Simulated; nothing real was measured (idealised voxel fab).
The process module presented herein is designated voxel fin reveal.
The cross-section on display is named cut; it measures 155 nm wide, and its cells are 5 nm squares.
A cross-section is written here as square cells arranged in a grid, and it is given in bands from the top down, each band taking up one or more rows of cells. Heads up on the band format: heights come first, top then bottom, in nm. After that it's the materials left to right, each with its width in nm. A single material flagged "all across" fills the whole band edge to edge, and "air" means there's empty space there. The level at which height equals 0 is the one under which the wafer, as it arrives, is entirely one material. No lower edge exists for the bottom band, which continues downward and is notated as in "0..down". The width entry "30 to 40" should be interpreted row by row: the top row of cells in the band takes the first number, the bottom row takes the second number, and the change between adjacent rows is uniform throughout. What does "left unchanged" mean for a step? It means no cell of the cross-section changed in that step. Closed-off voids of 8+ cells (no open route to the top) go in "Closed void catalog", written width x height at distance from the left edge, in nm. On each step's line, the part that comes after the settings is the simulator's own comment on the step. overlay nm: how far to the right of its planned place the mask lay on this masked step (negative: to the left).
Process steps - plan
| 1 | RECEIVE: material Si |
| 2 | CONFORMAL_DEP: material SiN, thk nm 10 |
| 3 | MASKED_ETCH: tone cover, mask id FINS, width nm 15, pitch nm 35, etch materials SiN, depth nm 10, overlay nm 0 |
| 4 | MASKED_ETCH: tone cover, mask id FINS, width nm 15, pitch nm 35, etch materials Si, depth nm 30, overlay nm 0 |
| 5 | OXIDIZE: depth nm 5 |
| 6 | FILL_DEP: material SiO2, thk nm 15 |
| 7 | CMP: height nm 10 |
| 8 | SELECTIVE_ETCH: etch materials SiO2, depth nm 25 |
| 9 | STRIP: etch materials SiN |
The following pertains to the first of two wafers, which was processed as planned
Here's what the wafer looked like in cross-section when it arrived - that's after step 1
> 0..down | Si all across
> Closed void catalog: none
You're looking at a cross-section of the wafer after step 2
> 10..0 | SiN all across
> Below 0, no change.
You're looking at a cross-section of the wafer after step 3
> 10..0 | air (35), then SiN (15), then air (20), then SiN (15), then air (20), then SiN (15), then air (35)
> Below 0, no change.
You're looking at a cross-section of the wafer after step 4
> 10..0 | air (35), then SiN (15), then air (20), then SiN (15), then air (20), then SiN (15), then air (35)
> 0..-30 | air (35), then Si (15), then air (20), then Si (15), then air (20), then Si (15), then air (35)
> Below -30, no change.
You're looking at a cross-section of the wafer after step 5
> 10..0 | air (35), then SiN (15), then air (20), then SiN (15), then air (20), then SiN (15), then air (35)
> 0..-30 | air (35), then SiO2 (5), then Si (5), then SiO2 (5), then air (20), then SiO2 (5), then Si (5), then SiO2 (5), then air (20), then SiO2 (5), then Si (5), then SiO2 (5), then air (35)
> -30..-35 | SiO2 (40), then Si (5), then SiO2 (30), then Si (5), then SiO2 (30), then Si (5), then SiO2 (40)
> Below -35, no change.
You're looking at a cross-section of the wafer after step 6
> 25..10 | SiO2 all across
> 10..0 | SiO2 (35), then SiN (15), then SiO2 (20), then SiN (15), then SiO2 (20), then SiN (15), then SiO2 (35)
> 0..-35 | SiO2 (40), then Si (5), then SiO2 (30), then Si (5), then SiO2 (30), then Si (5), then SiO2 (40)
> Below -35, no change.
You're looking at a cross-section of the wafer after step 7
> 10..0 | SiO2 (35), then SiN (15), then SiO2 (20), then SiN (15), then SiO2 (20), then SiN (15), then SiO2 (35)
> Below 0, no change.
You're looking at a cross-section of the wafer after step 8
> 10..0 | air (35), then SiN (15), then air (20), then SiN (15), then air (20), then SiN (15), then air (35)
> 0..-15 | air (40), then Si (5), then air (30), then Si (5), then air (30), then Si (5), then air (40)
> Below -15, no change.
You're looking at a cross-section of the wafer after step 9
> 0..-15 | air (40), then Si (5), then air (30), then Si (5), then air (30), then Si (5), then air (40)
> Below -15, no change.
Second wafer: like start, like plan, one mistake. Through step 3 it matches the first wafer
Second wafer cross-section, taken as of the time the plan sets for step 4 to be done
> 10..0 | air (35), then SiN (15), then air (20), then SiN (15), then air (20), then SiN (15), then air (35)
> 0..-20 | air (35), then Si (15), then air (20), then Si (15), then air (20), then Si (15), then air (35)
> Below -20, no change.
Second wafer cross-section, taken as of the time the plan sets for step 5 to be done
> 10..0 | air (35), then SiN (15), then air (20), then SiN (15), then air (20), then SiN (15), then air (35)
> 0..-20 | air (35), then SiO2 (5), then Si (5), then SiO2 (5), then air (20), then SiO2 (5), then Si (5), then SiO2 (5), then air (20), then SiO2 (5), then Si (5), then SiO2 (5), then air (35)
> -20..-25 | SiO2 (40), then Si (5), then SiO2 (30), then Si (5), then SiO2 (30), then Si (5), then SiO2 (40)
> Below -25, no change.
Second wafer cross-section, taken as of the time the plan sets for step 6 to be done
> 25..10 | SiO2 all across
> 10..0 | SiO2 (35), then SiN (15), then SiO2 (20), then SiN (15), then SiO2 (20), then SiN (15), then SiO2 (35)
> 0..-25 | SiO2 (40), then Si (5), then SiO2 (30), then Si (5), then SiO2 (30), then Si (5), then SiO2 (40)
> Below -25, no change.
Second wafer cross-section, taken as of the time the plan sets for step 7 to be done
> 10..0 | SiO2 (35), then SiN (15), then SiO2 (20), then SiN (15), then SiO2 (20), then SiN (15), then SiO2 (35)
> Below 0, no change.
Second wafer cross-section, taken as of the time the plan sets for step 8 to be done
> 10..0 | air (35), then SiN (15), then air (20), then SiN (15), then air (20), then SiN (15), then air (35)
> 0..-15 | air (40), then Si (5), then air (30), then Si (5), then air (30), then Si (5), then air (40)
> Below -15, no change.
Second wafer cross-section, taken as of the time the plan sets for step 9 to be done
> 0..-15 | air (40), then Si (5), then air (30), then Si (5), then air (30), then Si (5), then air (40)
> Below -15, no change.
Want to know what went wrong? the process deviated at step 4: the operation and settings actually run there were MASKED_ETCH: tone cover, mask id FINS, width nm 15, pitch nm 35, etch materials Si, depth nm 20, overlay nm 0
Final difference in cells, second wafer against first, listed per material as more or fewer: 56 more of Si; 56 fewer of SiO2
